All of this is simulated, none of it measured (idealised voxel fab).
voxel released beams: a process module
Cross-section cut: width 155 nm, square cells of 5 nm.
Cross-section format: a grid of square cells, given as bands from top to bottom; each band is one or more rows of cells. Heads up on the band format: heights come first, top then bottom, in nm. After that it's the materials left to right, each with its width in nm. A single material flagged "full width" fills the whole band edge to edge, and "air" means there's empty space there. Heights are reckoned from 0. Under this level, the received wafer is all of one material. The bottommost band is open-ended downward, for example "0 down". With a width like "30->40", each row of cells in the band differs from the next by the same amount, the top row carrying the first number and the bottom row the second. The designation "nothing altered", where it is given for a processing step, indicates that no cell of the cross-section was altered in the course of that step. This entry, "Enclosed cavities", enumerates those empty regions of no fewer than 8 cells that possess no open connection to the top. Each region is reported in the form width x height at distance, the distance being taken from the left edge, with all three quantities expressed in nm. after a step's settings: what the simulator itself notes on the step. overlay nm: mask right of planned place by this much (step with mask). Neg. = left.

# The process steps that were planned are listed below
| 1 | RECEIVE with material Si |
| 2 | CONFORMAL_DEP with material SiN, thk nm 5 |
| 3 | DIRECTIONAL_DEP with material SiO2, thk nm 15 |
| 4 | MASKED_ETCH with tone open, mask id ANCHOR, width nm 35, etch materials SiO2, depth nm 15, overlay nm 0 |
| 5 | CONFORMAL_DEP with material W, thk nm 15 |
| 6 | DIRECTIONAL_DEP with material aC, thk nm 15 |
| 7 | PATTERN with tone cover, mask id BEAM, material resist, width nm 90, thk nm 30, overlay nm 0 |
| 8 | DIRECTIONAL_ETCH with etch materials aC, depth nm 15 |
| 9 | STRIP with etch materials resist |
| 10 | DIRECTIONAL_ETCH with etch materials W, depth nm 15 |
| 11 | STRIP with etch materials aC |
| 12 | STRIP with etch materials SiO2 |

# What follows covers the first of two wafers; it ran as planned

# Wafer cross-section on receipt, i.e. after step 1
- 0 down | Si full width
- Enclosed cavities: none

# Cross-section through the wafer, step 2 finished
- 5 to 0 | SiN full width
- Lower than 0, everything is as it was.

# Cross-section through the wafer, step 3 finished
- 20 to 5 | SiO2 full width
- Lower than 5, everything is as it was.

# Cross-section through the wafer, step 4 finished
- 20 to 5 | 35 SiO2 / 35 air / 85 SiO2
- Lower than 5, everything is as it was.

# Cross-section through the wafer, step 5 finished
- 35 to 20 | 50 W / 5 air / 100 W
- 20 to 5 | 35 SiO2 / 35 W / 85 SiO2
- Lower than 5, everything is as it was.

# Cross-section through the wafer, step 6 finished
- 50 to 35 | 50 aC / 5 air / 100 aC
- 35 to 20 | 50 W / 5 aC / 100 W
- Lower than 20, everything is as it was.

# Cross-section through the wafer, step 7 finished
- 80 to 50 | 30 air / 90 resist / 35 air
- 50 to 35 | 50 aC / 5 resist / 100 aC
- Lower than 35, everything is as it was.

# Cross-section through the wafer, step 8 finished
- 65 to 50 | 30 air / 90 resist / 35 air
- 50 to 35 | 30 air / 20 aC / 5 resist / 65 aC / 35 air
- Lower than 35, everything is as it was.

# Cross-section through the wafer, step 9 finished
- 50 to 35 | 30 air / 20 aC / 5 air / 65 aC / 35 air
- Lower than 35, everything is as it was.

# Cross-section through the wafer, step 10 finished
- 50 to 35 | 30 air / 20 aC / 5 air / 65 aC / 35 air
- 35 to 20 | 30 air / 20 W / 5 aC / 65 W / 35 air
- Lower than 20, everything is as it was.

# Cross-section through the wafer, step 11 finished
- 35 to 20 | 30 air / 20 W / 5 air / 65 W / 35 air
- Lower than 20, everything is as it was.

# Cross-section through the wafer, step 12 finished
- 35 to 20 | 30 air / 20 W / 5 air / 65 W / 35 air
- 20 to 5 | 35 air / 35 W / 85 air
- Lower than 5, everything is as it was.

# It is to be noted that the second wafer proceeded from the same initial state and according to the same plan as the first, although one mistake was committed in its execution; through step 4, inclusive, the two wafers share an identical history

# Second wafer: cross-section at the scheduled end of step 5
- 50 to 20 | W full width
- 20 to 5 | 35 SiO2 / 35 W / 85 SiO2
- Lower than 5, everything is as it was.

# Second wafer: cross-section at the scheduled end of step 6
- 65 to 50 | aC full width
- Lower than 50, everything is as it was.

# Second wafer: cross-section at the scheduled end of step 7
- 95 to 65 | 30 air / 90 resist / 35 air
- Lower than 65, everything is as it was.

# Second wafer: cross-section at the scheduled end of step 8
- 80 to 65 | 30 air / 90 resist / 35 air
- 65 to 50 | 30 air / 90 aC / 35 air
- Lower than 50, everything is as it was.

# Second wafer: cross-section at the scheduled end of step 9
- 65 to 50 | 30 air / 90 aC / 35 air
- Lower than 50, everything is as it was.

# Second wafer: cross-section at the scheduled end of step 10
- 65 to 50 | 30 air / 90 aC / 35 air
- 50 to 35 | 30 air / 90 W / 35 air
- Lower than 35, everything is as it was.

# Second wafer: cross-section at the scheduled end of step 11
- 50 to 35 | 30 air / 90 W / 35 air
- Lower than 35, everything is as it was.

Second wafer: cross-section at the scheduled end of step 12: nothing altered
So what did we get wrong on this run? step 5, plan: ran twice
Final wafer comparison in cells, second versus first, more or fewer per material: SiO2: 72 more | W: 96 more
